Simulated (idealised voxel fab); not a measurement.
process module | voxel ribs on slabs
cross-section cut | 260 nm wide | cells 5 nm
A cross-section is a grid of square cells, given in bands from the top down. A band is one or more rows of cells.
Each band's line starts with the height of the band's top and of its bottom, in nm. Then come its materials from left to right, each with its width in nm. One material with "throughout" fills the band from edge to edge. "air" is empty space.
Height 0 is the level under which the wafer as received is all one material. The lowest band goes on downwards, as in "0 down".
A width such as "30 to 40" changes by the same amount from each row of cells to the next, from the band's top row to its bottom row.
"no change" after a step means that no cell of the cross-section changed.
closed voids: empty space of 8 cells or more with no open way to the top, each as width x height at its distance from the left edge, in nm
after a step's settings: what the simulator itself notes on the step
overlay nm, on a step with a mask: how far to the right of its planned place the mask lay; to the left if negative
plan
1 op RECEIVE | material Si
2 op DIRECTIONAL_DEP | material SiO2 | thk nm 30
3 op DIRECTIONAL_DEP | material SiN | thk nm 20
4 op DIRECTIONAL_DEP | material aC | thk nm 10
5 op PATTERN | tone cover | mask id RIB | material resist | width nm 20 | thk nm 25 | overlay nm 0
6 op DIRECTIONAL_ETCH | etch materials aC | depth nm 10
7 op STRIP | etch materials resist
8 op DIRECTIONAL_ETCH | etch materials SiN | depth nm 5
9 op STRIP | etch materials aC
10 op PATTERN | tone cover | mask id SLAB | material resist | width nm 70 | thk nm 15 | overlay nm 0
11 op DIRECTIONAL_ETCH | etch materials SiN | depth nm 15
12 op STRIP | etch materials resist
13 op FILL_DEP | material SiO2 | thk nm 30
14 op CMP | height nm 70
15 op DIRECTIONAL_DEP | material TiN | thk nm 5
16 op MASKED_ETCH | tone cover | mask id HEATER | width nm 30 | etch materials TiN | depth nm 5 | overlay nm 0
17 op CONFORMAL_DEP | material SiO2 | thk nm 5
as received, after step 1
  0 down: Si throughout
  closed voids: none
first wafer at the end, as planned
  80 to 75: air 110 | SiO2 40 | air 110
  75 to 70: SiO2 115 | TiN 30 | SiO2 115
  70 to 50: SiO2 throughout
  50 to 45: SiO2 120 | SiN 20 | SiO2 120
  45 to 30: SiO2 95 | SiN 70 | SiO2 95
  30 to 0: SiO2 throughout
  0 down: Si throughout
  closed voids: none
second wafer at the end: like start, like plan, one mistake
  80 to 75: air 110 | SiO2 40 | air 110
  75 to 70: SiO2 115 | TiN 30 | SiO2 115
  70 to 55: SiO2 throughout
  55 to 50: SiO2 120 | SiN 20 | SiO2 120
  50 to 35: SiO2 95 | SiN 70 | SiO2 95
  35 to 0: SiO2 throughout
  0 down: Si throughout
  closed voids: none
what went wrong: step 2 ran as: op DIRECTIONAL_DEP | material SiO2 | thk nm 35
at the end the second wafer has, in cells: as many of each material as the first, in other places
